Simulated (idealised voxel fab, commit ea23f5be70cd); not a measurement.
process module | voxel wiring stack
cross-section cut | 180 nm wide | cells 5 nm
A cross-section is a grid of square cells, given in bands from the top down. A band is one or more rows of cells.
Each band's line starts with the height of the band's top and of its bottom, in nm. Then come its materials from left to right, each with its width in nm. One material with "throughout" fills the band from edge to edge. "air" is empty space.
Height 0 is the level under which the wafer as received is all one material. The lowest band goes on downwards, as in "0 down".
A width such as "30 to 40" changes by the same amount from each row of cells to the next, from the band's top row to its bottom row.
"no change" after a step means that no cell of the cross-section changed.
closed voids: empty space of 8 cells or more with no open way to the top, each as width x height at its distance from the left edge, in nm
after a step's settings: what the simulator itself notes on the step
overlay nm, on a step with a mask: how far to the right of its planned place the mask lay; to the left if negative
Each pair below shows a cross-section before one step and the cross-section after it, down to the lowest band that changed. The line under each pair gives the step between them, with its settings. The pairs can come from different runs of this module on the same starting wafer, so a pair continues from the pair above only where its "before" says so.
before
  0 down: Si throughout
  closed voids: none
after
  10 to 0: SiO2 throughout
  below 0: unchanged
  closed voids: none
the step between: op CONFORMAL_DEP | material SiO2 | thk nm 10
before: the cross-section after the pair above
after
  15 to 10: SiN throughout
  below 10: unchanged
  closed voids: none
the step between: op CONFORMAL_DEP | material SiN | thk nm 5
before: the cross-section after the pair above
after
  40 to 15: SiO2 throughout
  below 15: unchanged
  closed voids: none
the step between: op DIRECTIONAL_DEP | material SiO2 | thk nm 25
before: the cross-section after the pair above
after
  40 to 15: SiO2 45 | air 30 | SiO2 25 | air 30 | SiO2 50
  below 15: unchanged
  closed voids: none
the step between: op MASKED_ETCH | tone open | mask id METAL_1 | width nm 30 | pitch nm 55 | etch materials SiO2 | depth nm 25 | overlay nm 0
before: the cross-section after the pair above
after
  40 to 15: SiO2 45 | air 30 | SiO2 25 | air 30 | SiO2 50
  15 to 10: SiN 45 | air 30 | SiN 25 | air 30 | SiN 50
  below 10: unchanged
  closed voids: none
the step between: op MASKED_ETCH | tone open | mask id METAL_1 | width nm 30 | pitch nm 55 | etch materials SiN | depth nm 5 | overlay nm 0
before: the cross-section after the pair above
after
  45 to 40: TiN 50 | air 20 | TiN 35 | air 20 | TiN 55
  40 to 15: SiO2 45 | TiN 5 | air 20 | TiN 5 | SiO2 25 | TiN 5 | air 20 | TiN 5 | SiO2 50
  15 to 10: SiN 45 | TiN 30 | SiN 25 | TiN 30 | SiN 50
  below 10: unchanged
  closed voids: none
the step between: op CONFORMAL_DEP | material TiN | thk nm 5
before: the cross-section after the pair above
after
  50 to 45: Cu throughout
  45 to 40: TiN 50 | Cu 20 | TiN 35 | Cu 20 | TiN 55
  40 to 15: SiO2 45 | TiN 5 | Cu 20 | TiN 5 | SiO2 25 | TiN 5 | Cu 20 | TiN 5 | SiO2 50
  below 15: unchanged
  closed voids: none
the step between: op FILL_DEP | material Cu | thk nm 5
before: the cross-section after the pair above
after
  40 to 15: SiO2 45 | TiN 5 | Cu 20 | TiN 5 | SiO2 25 | TiN 5 | Cu 20 | TiN 5 | SiO2 50
  below 15: unchanged
  closed voids: none
the step between: op CMP | height nm 40
before: the cross-section after the pair above
after
  45 to 40: SiCN throughout
  below 40: unchanged
  closed voids: none
the step between: op CONFORMAL_DEP | material SiCN | thk nm 5
before: the cross-section after the pair above
after
  60 to 45: lowk throughout
  below 45: unchanged
  closed voids: none
the step between: op DIRECTIONAL_DEP | material lowk | thk nm 15
before: the cross-section after the pair above
after
  75 to 60: aC throughout
  below 60: unchanged
  closed voids: none
the step between: op DIRECTIONAL_DEP | material aC | thk nm 15
before: the cross-section after the pair above
after
  110 to 75: resist 45 | air 15 | resist 120
  below 75: unchanged
  closed voids: none
the step between: op PATTERN | tone open | mask id PLUG_1 | material resist | width nm 15 | thk nm 35 | overlay nm 0
before: the cross-section after the pair above
after
  95 to 75: resist 45 | air 15 | resist 120
  75 to 60: aC 45 | air 15 | aC 120
  below 60: unchanged
  closed voids: none
the step between: op DIRECTIONAL_ETCH | etch materials aC | depth nm 15
before: the cross-section after the pair above
after
  75 to 60: aC 45 | air 15 | aC 120
  below 60: unchanged
  closed voids: none
the step between: op STRIP | etch materials resist
before: the cross-section after the pair above
after
  75 to 60: aC 45 | air 15 | aC 120
  60 to 45: lowk 45 | air 15 | lowk 120
  below 45: unchanged
  closed voids: none
the step between: op DIRECTIONAL_ETCH | etch materials lowk | depth nm 15
before: the cross-section after the pair above
after
  75 to 60: aC 45 | air 15 | aC 120
  60 to 45: lowk 45 | air 15 | lowk 120
  45 to 40: SiCN 45 | air 15 | SiCN 120
  below 40: unchanged
  closed voids: none
the step between: op DIRECTIONAL_ETCH | etch materials SiCN | depth nm 5
before: the cross-section after the pair above
after
  60 to 45: lowk 45 | air 15 | lowk 120
  below 45: unchanged
  closed voids: none
the step between: op STRIP | etch materials aC
before: the cross-section after the pair above
after
  60 to 50: lowk 45 | air 15 | lowk 120
  50 to 45: lowk 45 | Ru 15 | lowk 120
  45 to 40: SiCN 45 | Ru 15 | SiCN 120
  below 40: unchanged
  closed voids: none
the step between: op EPI | material Ru | thk nm 10
before: the cross-section after the pair above
after
  60 to 45: lowk 45 | Ru 15 | lowk 120
  below 45: unchanged
  closed voids: none
the step between: op EPI | material Ru | thk nm 10
before: the cross-section after the pair above
after
  65 to 60: SiCN throughout
  below 60: unchanged
  closed voids: none
the step between: op CONFORMAL_DEP | material SiCN | thk nm 5
before: the cross-section after the pair above
after
  80 to 65: SiO2 throughout
  below 65: unchanged
  closed voids: none
the step between: op DIRECTIONAL_DEP | material SiO2 | thk nm 15
before: the cross-section after the pair above
after
  95 to 80: aC throughout
  below 80: unchanged
  closed voids: none
the step between: op DIRECTIONAL_DEP | material aC | thk nm 15
before: the cross-section after the pair above
after
  130 to 95: resist 45 | air 30 | resist 25 | air 30 | resist 50
  below 95: unchanged
  closed voids: none
the step between: op PATTERN | tone open | mask id METAL_2 | material resist | width nm 30 | pitch nm 55 | thk nm 35 | overlay nm 0
before: the cross-section after the pair above
after
  115 to 95: resist 45 | air 30 | resist 25 | air 30 | resist 50
  95 to 80: aC 45 | air 30 | aC 25 | air 30 | aC 50
  below 80: unchanged
  closed voids: none
the step between: op DIRECTIONAL_ETCH | etch materials aC | depth nm 15
before: the cross-section after the pair above
after
  95 to 80: aC 45 | air 30 | aC 25 | air 30 | aC 50
  below 80: unchanged
  closed voids: none
the step between: op STRIP | etch materials resist
before: the cross-section after the pair above
after
  95 to 80: aC 45 | air 30 | aC 25 | air 30 | aC 50
  80 to 65: SiO2 45 | air 30 | SiO2 25 | air 30 | SiO2 50
  below 65: unchanged
  closed voids: none
the step between: op DIRECTIONAL_ETCH | etch materials SiO2 | depth nm 15
before: the cross-section after the pair above
after
  95 to 80: aC 45 | air 30 | aC 25 | air 30 | aC 50
  80 to 65: SiO2 45 | air 30 | SiO2 25 | air 30 | SiO2 50
  65 to 60: SiCN 45 | air 30 | SiCN 25 | air 30 | SiCN 50
  below 60: unchanged
  closed voids: none
the step between: op DIRECTIONAL_ETCH | etch materials SiCN | depth nm 5
before: the cross-section after the pair above
after
  80 to 65: SiO2 45 | air 30 | SiO2 25 | air 30 | SiO2 50
  below 65: unchanged
  closed voids: none
the step between: op STRIP | etch materials aC
before: the cross-section after the pair above
after
  85 to 80: TiN 50 | air 20 | TiN 35 | air 20 | TiN 55
  80 to 65: SiO2 45 | TiN 5 | air 20 | TiN 5 | SiO2 25 | TiN 5 | air 20 | TiN 5 | SiO2 50
  65 to 60: SiCN 45 | TiN 30 | SiCN 25 | TiN 30 | SiCN 50
  below 60: unchanged
  closed voids: none
the step between: op CONFORMAL_DEP | material TiN | thk nm 5
before: the cross-section after the pair above
after
  95 to 85: W throughout
  85 to 80: TiN 50 | W 20 | TiN 35 | W 20 | TiN 55
  80 to 65: SiO2 45 | TiN 5 | W 20 | TiN 5 | SiO2 25 | TiN 5 | W 20 | TiN 5 | SiO2 50
  below 65: unchanged
  closed voids: none
the step between: op FILL_DEP | material W | thk nm 10
before: the cross-section after the pair above
after
  80 to 65: SiO2 45 | TiN 5 | W 20 | TiN 5 | SiO2 25 | TiN 5 | W 20 | TiN 5 | SiO2 50
  below 65: unchanged
  closed voids: none
the step between: op CMP | height nm 80
before: the cross-section after the pair above
after
  85 to 80: SiCN throughout
  below 80: unchanged
  closed voids: none
the step between: op CONFORMAL_DEP | material SiCN | thk nm 5
before: the cross-section after the pair above
after
  100 to 85: SiO2 throughout
  below 85: unchanged
  closed voids: none
the step between: op DIRECTIONAL_DEP | material SiO2 | thk nm 15
before: the cross-section after the pair above
after
  115 to 100: aC throughout
  below 100: unchanged
  closed voids: none
the step between: op DIRECTIONAL_DEP | material aC | thk nm 15
before: the cross-section after the pair above
after
  145 to 115: resist 45 | air 15 | resist 40 | air 15 | resist 65
  below 115: unchanged
  closed voids: none
the step between: op PATTERN | tone open | mask id PLUG_2 | material resist | width nm 15 | pitch nm 55 | thk nm 30 | overlay nm 0
before: the cross-section after the pair above
after
  130 to 115: resist 45 | air 15 | resist 40 | air 15 | resist 65
  115 to 100: aC 45 | air 15 | aC 40 | air 15 | aC 65
  below 100: unchanged
  closed voids: none
the step between: op DIRECTIONAL_ETCH | etch materials aC | depth nm 15
before: the cross-section after the pair above
after
  115 to 100: aC 45 | air 15 | aC 40 | air 15 | aC 65
  below 100: unchanged
  closed voids: none
the step between: op STRIP | etch materials resist
before: the cross-section after the pair above
after
  115 to 100: aC 45 | air 15 | aC 40 | air 15 | aC 65
  100 to 85: SiO2 45 | air 15 | SiO2 40 | air 15 | SiO2 65
  below 85: unchanged
  closed voids: none
the step between: op DIRECTIONAL_ETCH | etch materials SiO2 | depth nm 15
before: the cross-section after the pair above
after
  115 to 100: aC 45 | air 15 | aC 40 | air 15 | aC 65
  100 to 85: SiO2 45 | air 15 | SiO2 40 | air 15 | SiO2 65
  85 to 80: SiCN 45 | air 15 | SiCN 40 | air 15 | SiCN 65
  below 80: unchanged
  closed voids: none
the step between: op DIRECTIONAL_ETCH | etch materials SiCN | depth nm 5
before: the cross-section after the pair above
after
  100 to 85: SiO2 45 | air 15 | SiO2 40 | air 15 | SiO2 65
  below 85: unchanged
  closed voids: none
the step between: op STRIP | etch materials aC
before: the cross-section after the pair above
after
  105 to 100: TiN 50 | air 5 | TiN 50 | air 5 | TiN 70
  100 to 85: SiO2 45 | TiN 5 | air 5 | TiN 5 | SiO2 40 | TiN 5 | air 5 | TiN 5 | SiO2 65
  85 to 80: SiCN 45 | TiN 15 | SiCN 40 | TiN 15 | SiCN 65
  below 80: unchanged
  closed voids: none
the step between: op CONFORMAL_DEP | material TiN | thk nm 5
before: the cross-section after the pair above
after
  110 to 105: Ru throughout
  105 to 100: TiN 50 | Ru 5 | TiN 50 | Ru 5 | TiN 70
  100 to 85: SiO2 45 | TiN 5 | Ru 5 | TiN 5 | SiO2 40 | TiN 5 | Ru 5 | TiN 5 | SiO2 65
  below 85: unchanged
  closed voids: none
the step between: op FILL_DEP | material Ru | thk nm 5
before: the cross-section after the pair above
after
  100 to 85: SiO2 45 | TiN 5 | Ru 5 | TiN 5 | SiO2 40 | TiN 5 | Ru 5 | TiN 5 | SiO2 65
  below 85: unchanged
  closed voids: none
the step between: op CMP | height nm 100
before: the cross-section after the pair above
after
  105 to 100: TiN throughout
  below 100: unchanged
  closed voids: none
the step between: op DIRECTIONAL_DEP | material TiN | thk nm 5
before: the cross-section after the pair above
after
  130 to 105: Ru throughout
  below 105: unchanged
  closed voids: none
the step between: op DIRECTIONAL_DEP | material Ru | thk nm 25
before: the cross-section after the pair above
after
  130 to 105: air 45 | Ru 30 | air 25 | Ru 30 | air 50
  below 105: unchanged
  closed voids: none
the step between: op MASKED_ETCH | tone cover | mask id METAL_3 | width nm 30 | pitch nm 55 | etch materials Ru | depth nm 25 | overlay nm 0
before: the cross-section after the pair above
after
  130 to 105: air 45 | Ru 30 | air 25 | Ru 30 | air 50
  105 to 100: air 45 | TiN 30 | air 25 | TiN 30 | air 50
  below 100: unchanged
  closed voids: none
the step between: op MASKED_ETCH | tone cover | mask id METAL_3 | width nm 30 | pitch nm 55 | etch materials TiN | depth nm 5 | overlay nm 0
before: the cross-section after the pair above
after
  135 to 130: air 40 | SiCN 40 | air 15 | SiCN 40 | air 45
  130 to 105: air 40 | SiCN 5 | Ru 30 | SiCN 5 | air 15 | SiCN 5 | Ru 30 | SiCN 5 | air 45
  105 to 100: SiCN 45 | TiN 30 | SiCN 25 | TiN 30 | SiCN 50
  below 100: unchanged
  closed voids: none
the step between: op CONFORMAL_DEP | material SiCN | thk nm 5
before: the cross-section after the pair above
after
  140 to 135: SiO2 throughout
  135 to 130: SiO2 40 | SiCN 40 | SiO2 15 | SiCN 40 | SiO2 45
  130 to 105: SiO2 40 | SiCN 5 | Ru 30 | SiCN 5 | SiO2 15 | SiCN 5 | Ru 30 | SiCN 5 | SiO2 45
  below 105: unchanged
  closed voids: none
the step between: op FILL_DEP | material SiO2 | thk nm 5
before: the cross-section after the pair above
after
  130 to 105: SiO2 40 | SiCN 5 | Ru 30 | SiCN 5 | SiO2 15 | SiCN 5 | Ru 30 | SiCN 5 | SiO2 45
  below 105: unchanged
  closed voids: none
the step between: op CMP | height nm 130
before: the cross-section after the pair above
after
  135 to 130: SiCN throughout
  below 130: unchanged
  closed voids: none
the step between: op CONFORMAL_DEP | material SiCN | thk nm 5
before: the cross-section after the pair above
after
  160 to 135: lowk throughout
  below 135: unchanged
  closed voids: none
the step between: op DIRECTIONAL_DEP | material lowk | thk nm 25
before: the cross-section after the pair above
after
  175 to 160: resist 45 | air 15 | resist 40 | air 15 | resist 65
  below 160: unchanged
  closed voids: none
the step between: op PATTERN | tone open | mask id METAL_4_HOLES | material resist | width nm 15 | pitch nm 55 | thk nm 15 | overlay nm 0
before: the cross-section after the pair above
after
  175 to 160: resist 45 | air 15 | resist 40 | air 15 | resist 65
  160 to 135: lowk 45 | air 15 | lowk 40 | air 15 | lowk 65
  below 135: unchanged
  closed voids: none
the step between: op DIRECTIONAL_ETCH | etch materials lowk | depth nm 25
before: the cross-section after the pair above
after
  160 to 135: lowk 45 | air 15 | lowk 40 | air 15 | lowk 65
  below 135: unchanged
  closed voids: none
the step between: op STRIP | etch materials resist
before: the cross-section after the pair above
after
  160 to 145: lowk 45 | air 30 | lowk 25 | air 30 | lowk 50
  below 145: unchanged
  closed voids: none
the step between: op MASKED_ETCH | tone open | mask id METAL_4 | width nm 30 | pitch nm 55 | etch materials lowk | depth nm 15 | overlay nm 0
before: the cross-section after the pair above
after
  160 to 145: lowk 45 | air 30 | lowk 25 | air 30 | lowk 50
  145 to 135: lowk 45 | air 15 | lowk 40 | air 15 | lowk 65
  135 to 130: SiCN 45 | air 15 | SiCN 40 | air 15 | SiCN 65
  below 130: unchanged
  closed voids: none
the step between: op MASKED_ETCH | tone open | mask id METAL_4 | width nm 30 | pitch nm 55 | etch materials SiCN | depth nm 5 | overlay nm 0
before: the cross-section after the pair above
after
  165 to 160: TiN 50 | air 20 | TiN 35 | air 20 | TiN 55
  160 to 150: lowk 45 | TiN 5 | air 20 | TiN 5 | lowk 25 | TiN 5 | air 20 | TiN 5 | lowk 50
  150 to 145: lowk 45 | TiN 5 | air 5 | TiN 20 | lowk 25 | TiN 5 | air 5 | TiN 20 | lowk 50
  145 to 135: lowk 45 | TiN 5 | air 5 | TiN 5 | lowk 40 | TiN 5 | air 5 | TiN 5 | lowk 65
  135 to 130: SiCN 45 | TiN 15 | SiCN 40 | TiN 15 | SiCN 65
  below 130: unchanged
  closed voids: none
the step between: op CONFORMAL_DEP | material TiN | thk nm 5
before: the cross-section after the pair above
after
  175 to 165: Cu throughout
  165 to 160: TiN 50 | Cu 20 | TiN 35 | Cu 20 | TiN 55
  160 to 150: lowk 45 | TiN 5 | Cu 20 | TiN 5 | lowk 25 | TiN 5 | Cu 20 | TiN 5 | lowk 50
  150 to 145: lowk 45 | TiN 5 | Cu 5 | TiN 20 | lowk 25 | TiN 5 | Cu 5 | TiN 20 | lowk 50
  145 to 135: lowk 45 | TiN 5 | Cu 5 | TiN 5 | lowk 40 | TiN 5 | Cu 5 | TiN 5 | lowk 65
  below 135: unchanged
  closed voids: none
the step between: op FILL_DEP | material Cu | thk nm 10
before: the cross-section after the pair above
after
  160 to 150: lowk 45 | TiN 5 | Cu 20 | TiN 5 | lowk 25 | TiN 5 | Cu 20 | TiN 5 | lowk 50
  below 150: unchanged
  closed voids: none
the step between: op CMP | height nm 160
before: the cross-section after the pair above
after
  165 to 160: SiCN throughout
  below 160: unchanged
  closed voids: none
the step between: op CONFORMAL_DEP | material SiCN | thk nm 5
before
  10 to 0: SiO2 throughout
  0 down: Si throughout
  closed voids: none
after
  35 to 0: SiO2 throughout
  below 0: unchanged
  closed voids: none
the step between: op DIRECTIONAL_DEP | material SiO2 | thk nm 25
before: the cross-section after the pair above
after
  35 to 10: SiO2 45 | air 30 | SiO2 25 | air 30 | SiO2 50
  below 10: unchanged
  closed voids: none
the step between: op MASKED_ETCH | tone open | mask id METAL_1 | width nm 30 | pitch nm 55 | etch materials SiO2 | depth nm 25 | overlay nm 0
before: the cross-section after the pair above
after
  40 to 35: TiN 50 | air 20 | TiN 35 | air 20 | TiN 55
  35 to 15: SiO2 45 | TiN 5 | air 20 | TiN 5 | SiO2 25 | TiN 5 | air 20 | TiN 5 | SiO2 50
  15 to 10: SiO2 45 | TiN 30 | SiO2 25 | TiN 30 | SiO2 50
  below 10: unchanged
  closed voids: none
the step between: op CONFORMAL_DEP | material TiN | thk nm 5
before: the cross-section after the pair above
after
  45 to 40: Cu throughout
  40 to 35: TiN 50 | Cu 20 | TiN 35 | Cu 20 | TiN 55
  35 to 15: SiO2 45 | TiN 5 | Cu 20 | TiN 5 | SiO2 25 | TiN 5 | Cu 20 | TiN 5 | SiO2 50
  below 15: unchanged
  closed voids: none
the step between: op FILL_DEP | material Cu | thk nm 5
before: the cross-section after the pair above
after
  40 to 35: TiN 50 | Cu 20 | TiN 35 | Cu 20 | TiN 55
  below 35: unchanged
  closed voids: none
the step between: op CMP | height nm 40
before: the cross-section after the pair above
after
  45 to 40: SiCN throughout
  below 40: unchanged
  closed voids: none
the step between: op CONFORMAL_DEP | material SiCN | thk nm 5
before: the cross-section after the pair above
after
  60 to 45: lowk throughout
  below 45: unchanged
  closed voids: none
the step between: op DIRECTIONAL_DEP | material lowk | thk nm 15
before: the cross-section after the pair above
after
  75 to 60: aC throughout
  below 60: unchanged
  closed voids: none
the step between: op DIRECTIONAL_DEP | material aC | thk nm 15
before: the cross-section after the pair above
after
  110 to 75: resist 45 | air 15 | resist 120
  below 75: unchanged
  closed voids: none
the step between: op PATTERN | tone open | mask id PLUG_1 | material resist | width nm 15 | thk nm 35 | overlay nm 0
before: the cross-section after the pair above
after
  95 to 75: resist 45 | air 15 | resist 120
  75 to 60: aC 45 | air 15 | aC 120
  below 60: unchanged
  closed voids: none
the step between: op DIRECTIONAL_ETCH | etch materials aC | depth nm 15
before: the cross-section after the pair above
after
  75 to 60: aC 45 | air 15 | aC 120
  below 60: unchanged
  closed voids: none
the step between: op STRIP | etch materials resist
before: the cross-section after the pair above
after
  75 to 60: aC 45 | air 15 | aC 120
  60 to 45: lowk 45 | air 15 | lowk 120
  below 45: unchanged
  closed voids: none
the step between: op DIRECTIONAL_ETCH | etch materials lowk | depth nm 15
before: the cross-section after the pair above
after
  75 to 60: aC 45 | air 15 | aC 120
  60 to 45: lowk 45 | air 15 | lowk 120
  45 to 40: SiCN 45 | air 15 | SiCN 120
  below 40: unchanged
  closed voids: none
the step between: op DIRECTIONAL_ETCH | etch materials SiCN | depth nm 5
before: the cross-section after the pair above
after
  60 to 45: lowk 45 | air 15 | lowk 120
  below 45: unchanged
  closed voids: none
the step between: op STRIP | etch materials aC
before: the cross-section after the pair above
after
  60 to 50: lowk 45 | air 15 | lowk 120
  50 to 45: lowk 45 | Ru 15 | lowk 120
  45 to 40: SiCN 45 | Ru 15 | SiCN 120
  below 40: unchanged
  closed voids: none
the step between: op EPI | material Ru | thk nm 10
before: the cross-section after the pair above
after
  60 to 45: lowk 45 | Ru 15 | lowk 120
  below 45: unchanged
  closed voids: none
the step between: op EPI | material Ru | thk nm 10
before: the cross-section after the pair above
after
  65 to 60: SiCN throughout
  below 60: unchanged
  closed voids: none
the step between: op CONFORMAL_DEP | material SiCN | thk nm 5
before: the cross-section after the pair above
after
  80 to 65: SiO2 throughout
  below 65: unchanged
  closed voids: none
the step between: op DIRECTIONAL_DEP | material SiO2 | thk nm 15
before: the cross-section after the pair above
after
  95 to 80: aC throughout
  below 80: unchanged
  closed voids: none
the step between: op DIRECTIONAL_DEP | material aC | thk nm 15
before: the cross-section after the pair above
after
  130 to 95: resist 45 | air 30 | resist 25 | air 30 | resist 50
  below 95: unchanged
  closed voids: none
the step between: op PATTERN | tone open | mask id METAL_2 | material resist | width nm 30 | pitch nm 55 | thk nm 35 | overlay nm 0
before: the cross-section after the pair above
after
  115 to 95: resist 45 | air 30 | resist 25 | air 30 | resist 50
  95 to 80: aC 45 | air 30 | aC 25 | air 30 | aC 50
  below 80: unchanged
  closed voids: none
the step between: op DIRECTIONAL_ETCH | etch materials aC | depth nm 15
before: the cross-section after the pair above
after
  95 to 80: aC 45 | air 30 | aC 25 | air 30 | aC 50
  below 80: unchanged
  closed voids: none
the step between: op STRIP | etch materials resist
before: the cross-section after the pair above
after
  95 to 80: aC 45 | air 30 | aC 25 | air 30 | aC 50
  80 to 65: SiO2 45 | air 30 | SiO2 25 | air 30 | SiO2 50
  below 65: unchanged
  closed voids: none
the step between: op DIRECTIONAL_ETCH | etch materials SiO2 | depth nm 15
before: the cross-section after the pair above
after
  95 to 80: aC 45 | air 30 | aC 25 | air 30 | aC 50
  80 to 65: SiO2 45 | air 30 | SiO2 25 | air 30 | SiO2 50
  65 to 60: SiCN 45 | air 30 | SiCN 25 | air 30 | SiCN 50
  below 60: unchanged
  closed voids: none
the step between: op DIRECTIONAL_ETCH | etch materials SiCN | depth nm 5
before: the cross-section after the pair above
after
  80 to 65: SiO2 45 | air 30 | SiO2 25 | air 30 | SiO2 50
  below 65: unchanged
  closed voids: none
the step between: op STRIP | etch materials aC
before: the cross-section after the pair above
after
  85 to 80: TiN 50 | air 20 | TiN 35 | air 20 | TiN 55
  80 to 65: SiO2 45 | TiN 5 | air 20 | TiN 5 | SiO2 25 | TiN 5 | air 20 | TiN 5 | SiO2 50
  65 to 60: SiCN 45 | TiN 30 | SiCN 25 | TiN 30 | SiCN 50
  below 60: unchanged
  closed voids: none
the step between: op CONFORMAL_DEP | material TiN | thk nm 5
before: the cross-section after the pair above
after
  95 to 85: W throughout
  85 to 80: TiN 50 | W 20 | TiN 35 | W 20 | TiN 55
  80 to 65: SiO2 45 | TiN 5 | W 20 | TiN 5 | SiO2 25 | TiN 5 | W 20 | TiN 5 | SiO2 50
  below 65: unchanged
  closed voids: none
the step between: op FILL_DEP | material W | thk nm 10
before: the cross-section after the pair above
after
  80 to 65: SiO2 45 | TiN 5 | W 20 | TiN 5 | SiO2 25 | TiN 5 | W 20 | TiN 5 | SiO2 50
  below 65: unchanged
  closed voids: none
the step between: op CMP | height nm 80
before: the cross-section after the pair above
after
  85 to 80: SiCN throughout
  below 80: unchanged
  closed voids: none
the step between: op CONFORMAL_DEP | material SiCN | thk nm 5
before: the cross-section after the pair above
after
  100 to 85: SiO2 throughout
  below 85: unchanged
  closed voids: none
the step between: op DIRECTIONAL_DEP | material SiO2 | thk nm 15
before: the cross-section after the pair above
after
  115 to 100: aC throughout
  below 100: unchanged
  closed voids: none
the step between: op DIRECTIONAL_DEP | material aC | thk nm 15
before: the cross-section after the pair above
after
  145 to 115: resist 45 | air 15 | resist 40 | air 15 | resist 65
  below 115: unchanged
  closed voids: none
the step between: op PATTERN | tone open | mask id PLUG_2 | material resist | width nm 15 | pitch nm 55 | thk nm 30 | overlay nm 0
before: the cross-section after the pair above
after
  130 to 115: resist 45 | air 15 | resist 40 | air 15 | resist 65
  115 to 100: aC 45 | air 15 | aC 40 | air 15 | aC 65
  below 100: unchanged
  closed voids: none
the step between: op DIRECTIONAL_ETCH | etch materials aC | depth nm 15
before: the cross-section after the pair above
after
  115 to 100: aC 45 | air 15 | aC 40 | air 15 | aC 65
  below 100: unchanged
  closed voids: none
the step between: op STRIP | etch materials resist
before: the cross-section after the pair above
after
  115 to 100: aC 45 | air 15 | aC 40 | air 15 | aC 65
  100 to 85: SiO2 45 | air 15 | SiO2 40 | air 15 | SiO2 65
  below 85: unchanged
  closed voids: none
the step between: op DIRECTIONAL_ETCH | etch materials SiO2 | depth nm 15
before: the cross-section after the pair above
after
  115 to 100: aC 45 | air 15 | aC 40 | air 15 | aC 65
  100 to 85: SiO2 45 | air 15 | SiO2 40 | air 15 | SiO2 65
  85 to 80: SiCN 45 | air 15 | SiCN 40 | air 15 | SiCN 65
  below 80: unchanged
  closed voids: none
the step between: op DIRECTIONAL_ETCH | etch materials SiCN | depth nm 5
before: the cross-section after the pair above
after
  100 to 85: SiO2 45 | air 15 | SiO2 40 | air 15 | SiO2 65
  below 85: unchanged
  closed voids: none
the step between: op STRIP | etch materials aC
before: the cross-section after the pair above
after
  105 to 100: TiN 50 | air 5 | TiN 50 | air 5 | TiN 70
  100 to 85: SiO2 45 | TiN 5 | air 5 | TiN 5 | SiO2 40 | TiN 5 | air 5 | TiN 5 | SiO2 65
  85 to 80: SiCN 45 | TiN 15 | SiCN 40 | TiN 15 | SiCN 65
  below 80: unchanged
  closed voids: none
the step between: op CONFORMAL_DEP | material TiN | thk nm 5
before: the cross-section after the pair above
after
  110 to 105: Ru throughout
  105 to 100: TiN 50 | Ru 5 | TiN 50 | Ru 5 | TiN 70
  100 to 85: SiO2 45 | TiN 5 | Ru 5 | TiN 5 | SiO2 40 | TiN 5 | Ru 5 | TiN 5 | SiO2 65
  below 85: unchanged
  closed voids: none
the step between: op FILL_DEP | material Ru | thk nm 5
before: the cross-section after the pair above
after
  100 to 85: SiO2 45 | TiN 5 | Ru 5 | TiN 5 | SiO2 40 | TiN 5 | Ru 5 | TiN 5 | SiO2 65
  below 85: unchanged
  closed voids: none
the step between: op CMP | height nm 100
before: the cross-section after the pair above
after
  105 to 100: TiN throughout
  below 100: unchanged
  closed voids: none
the step between: op DIRECTIONAL_DEP | material TiN | thk nm 5
before: the cross-section after the pair above
after
  130 to 105: Ru throughout
  below 105: unchanged
  closed voids: none
the step between: op DIRECTIONAL_DEP | material Ru | thk nm 25
before: the cross-section after the pair above
after
  130 to 105: air 45 | Ru 30 | air 25 | Ru 30 | air 50
  below 105: unchanged
  closed voids: none
the step between: op MASKED_ETCH | tone cover | mask id METAL_3 | width nm 30 | pitch nm 55 | etch materials Ru | depth nm 25 | overlay nm 0
before: the cross-section after the pair above
after
  130 to 105: air 45 | Ru 30 | air 25 | Ru 30 | air 50
  105 to 100: air 45 | TiN 30 | air 25 | TiN 30 | air 50
  below 100: unchanged
  closed voids: none
the step between: op MASKED_ETCH | tone cover | mask id METAL_3 | width nm 30 | pitch nm 55 | etch materials TiN | depth nm 5 | overlay nm 0
before: the cross-section after the pair above
after
  135 to 130: air 40 | SiCN 40 | air 15 | SiCN 40 | air 45
  130 to 105: air 40 | SiCN 5 | Ru 30 | SiCN 5 | air 15 | SiCN 5 | Ru 30 | SiCN 5 | air 45
  105 to 100: SiCN 45 | TiN 30 | SiCN 25 | TiN 30 | SiCN 50
  below 100: unchanged
  closed voids: none
the step between: op CONFORMAL_DEP | material SiCN | thk nm 5
before: the cross-section after the pair above
after
  140 to 135: SiO2 throughout
  135 to 130: SiO2 40 | SiCN 40 | SiO2 15 | SiCN 40 | SiO2 45
  130 to 105: SiO2 40 | SiCN 5 | Ru 30 | SiCN 5 | SiO2 15 | SiCN 5 | Ru 30 | SiCN 5 | SiO2 45
  below 105: unchanged
  closed voids: none
the step between: op FILL_DEP | material SiO2 | thk nm 5
before: the cross-section after the pair above
after
  130 to 105: SiO2 40 | SiCN 5 | Ru 30 | SiCN 5 | SiO2 15 | SiCN 5 | Ru 30 | SiCN 5 | SiO2 45
  below 105: unchanged
  closed voids: none
the step between: op CMP | height nm 130
before: the cross-section after the pair above
after
  135 to 130: SiCN throughout
  below 130: unchanged
  closed voids: none
the step between: op CONFORMAL_DEP | material SiCN | thk nm 5
before: the cross-section after the pair above
after
  160 to 135: lowk throughout
  below 135: unchanged
  closed voids: none
the step between: op DIRECTIONAL_DEP | material lowk | thk nm 25
before: the cross-section after the pair above
after
  175 to 160: resist 45 | air 15 | resist 40 | air 15 | resist 65
  below 160: unchanged
  closed voids: none
the step between: op PATTERN | tone open | mask id METAL_4_HOLES | material resist | width nm 15 | pitch nm 55 | thk nm 15 | overlay nm 0
before: the cross-section after the pair above
after
  175 to 160: resist 45 | air 15 | resist 40 | air 15 | resist 65
  160 to 135: lowk 45 | air 15 | lowk 40 | air 15 | lowk 65
  below 135: unchanged
  closed voids: none
the step between: op DIRECTIONAL_ETCH | etch materials lowk | depth nm 25
before: the cross-section after the pair above
after
  160 to 135: lowk 45 | air 15 | lowk 40 | air 15 | lowk 65
  below 135: unchanged
  closed voids: none
the step between: op STRIP | etch materials resist
before: the cross-section after the pair above
after
  160 to 145: lowk 45 | air 30 | lowk 25 | air 30 | lowk 50
  below 145: unchanged
  closed voids: none
the step between: op MASKED_ETCH | tone open | mask id METAL_4 | width nm 30 | pitch nm 55 | etch materials lowk | depth nm 15 | overlay nm 0
before: the cross-section after the pair above
after
  160 to 145: lowk 45 | air 30 | lowk 25 | air 30 | lowk 50
  145 to 135: lowk 45 | air 15 | lowk 40 | air 15 | lowk 65
  135 to 130: SiCN 45 | air 15 | SiCN 40 | air 15 | SiCN 65
  below 130: unchanged
  closed voids: none
the step between: op MASKED_ETCH | tone open | mask id METAL_4 | width nm 30 | pitch nm 55 | etch materials SiCN | depth nm 5 | overlay nm 0
